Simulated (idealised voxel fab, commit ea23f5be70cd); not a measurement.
process module | voxel tone inversion
cross-section cut | 270 nm wide | cells 5 nm
A cross-section is a grid of square cells, given in bands from the top down. A band is one or more rows of cells.
Each band's line starts with the height of the band's top and of its bottom, in nm. Then come its materials from left to right, each with its width in nm. One material with "throughout" fills the band from edge to edge. "air" is empty space.
Height 0 is the level under which the wafer as received is all one material. The lowest band goes on downwards, as in "0 down".
A width such as "30 to 40" changes by the same amount from each row of cells to the next, from the band's top row to its bottom row.
"no change" after a step means that no cell of the cross-section changed.
closed voids: empty space of 8 cells or more with no open way to the top, each as width x height at its distance from the left edge, in nm
after a step's settings: what the simulator itself notes on the step
overlay nm, on a step with a mask: how far to the right of its planned place the mask lay; to the left if negative
plan
1 op RECEIVE | material Si
2 op CONFORMAL_DEP | material SiCN | thk nm 5
3 op DIRECTIONAL_DEP | material aC | thk nm 15
4 op PATTERN | tone cover | mask id POSTS | material resist | width nm 25 | pitch nm 55 | thk nm 20 | overlay nm -15
5 op DIRECTIONAL_ETCH | etch materials aC | depth nm 15
6 op STRIP | etch materials resist
7 op FILL_DEP | material lowk | thk nm 5
8 op CMP | height nm 20
9 op STRIP | etch materials aC
varied across the wafers: overlay nm of step 4. The plan shows the first wafer's value. All wafers start alike
first wafer as received, after step 1
  0 down: Si throughout
  closed voids: none
first wafer at the end, after step 9
  20 to 5: lowk 50 | air 25 | lowk 30 | air 25 | lowk 30 | air 25 | lowk 85
  5 to 0: SiCN throughout
  0 down: Si throughout
  closed voids: none
last wafer at the end
  20 to 5: lowk 80 | air 25 | lowk 30 | air 25 | lowk 30 | air 25 | lowk 55
  5 to 0: SiCN throughout
  0 down: Si throughout
  closed voids: none
each wafer at the end: cells of each material gained (+) or lost (-) since it was received, then its closed voids
overlay nm -15 | +54 SiCN | +117 lowk | closed voids: none
overlay nm -10 | +54 SiCN | +117 lowk | closed voids: none
overlay nm -5 | +54 SiCN | +117 lowk | closed voids: none
overlay nm 0 | +54 SiCN | +117 lowk | closed voids: none
overlay nm 5 | +54 SiCN | +117 lowk | closed voids: none
overlay nm 10 | +54 SiCN | +117 lowk | closed voids: none
overlay nm 15 | +54 SiCN | +117 lowk | closed voids: none
